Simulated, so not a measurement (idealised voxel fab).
You're looking at the process module voxel ribs on slabs.
This is section cut - it's 295 nm across, gridded in 5 nm square cells.
Reading order for cross-sections: top band down to bottom band. Underlying form: a grid of square cells. Band size: one or more rows of cells.
Heads up on the band format: heights come first, top then bottom, in nm. After that it's the materials left to right, each with its width in nm. A single material flagged "full width" fills the whole band edge to edge, and "empty" means there's empty space there.
Measure heights from 0. That's the level where, below it, the as-received wafer is all one material. The lowest band is bottomless and extends downward; write it as in "0 and below".
The expression "30->40" gives the width at the extremes of the band, the first number at its top row of cells and the second at its bottom row, with the width changing by equal amounts from each row to the next in between.
Where the words "no alteration" appear for a step, the cross-section shows no cell changed by that step; every cell remained as before.
The entry "Unvented internal voids" lists the empty spaces that cover at least 8 cells and have no open path to the top. Each is written as width x height at distance, where the distance is measured from the left edge and all three values are in nm.
On a step's line, text after the settings is the simulator commenting on that step.
"overlay nm" answers the question of how far to the right of plan the mask lay on a step that has a mask, and when it is negative the answer is to the left.
[These are the steps we planned for the process]
1: RECEIVE,material Si
2: DIRECTIONAL_DEP,material SiO2,thk nm 10
3: DIRECTIONAL_DEP,material SiN,thk nm 15
4: MASKED_ETCH,tone cover,mask id RIB,width nm 20,etch materials SiN,depth nm 5,overlay nm 0
5: DIRECTIONAL_DEP,material aC,thk nm 15
6: PATTERN,tone cover,mask id SLAB,material resist,width nm 50,thk nm 30,overlay nm 0
7: DIRECTIONAL_ETCH,etch materials aC,depth nm 15
8: STRIP,etch materials resist
9: DIRECTIONAL_ETCH,etch materials SiN,depth nm 10
10: STRIP,etch materials aC
11: FILL_DEP,material SiO2,thk nm 20
12: CMP,height nm 45
13: DIRECTIONAL_DEP,material TiN,thk nm 5
14: PATTERN,tone cover,mask id HEATER,material resist,width nm 30,thk nm 15,overlay nm 0
15: DIRECTIONAL_ETCH,etch materials TiN,depth nm 5
16: STRIP,etch materials resist
17: CONFORMAL_DEP,material SiO2,thk nm 10
Quick note for whoever runs this: the wafers start identical, but the thk nm at step 2 isn't the same across them. The plan just shows what the first wafer had.
[Sectional view: first of several wafers, as received, after step 1]
0 and below | Si full width
Unvented internal voids: none
[each wafer at the end: cells of each material gained (+) or lost (-) since it was received, then its closed voids]
thk nm 10; +24 SiN; +629 SiO2; +6 TiN; Unvented internal voids: none
thk nm 15; +24 SiN; +629 SiO2; +6 TiN; Unvented internal voids: none
thk nm 20; +24 SiN; +629 SiO2; +6 TiN; Unvented internal voids: none
thk nm 25; +24 SiN; +629 SiO2; +6 TiN; Unvented internal voids: none
thk nm 30; +24 SiN; +629 SiO2; +6 TiN; Unvented internal voids: none
thk nm 35; +20 SiN; +633 SiO2; +6 TiN; Unvented internal voids: none
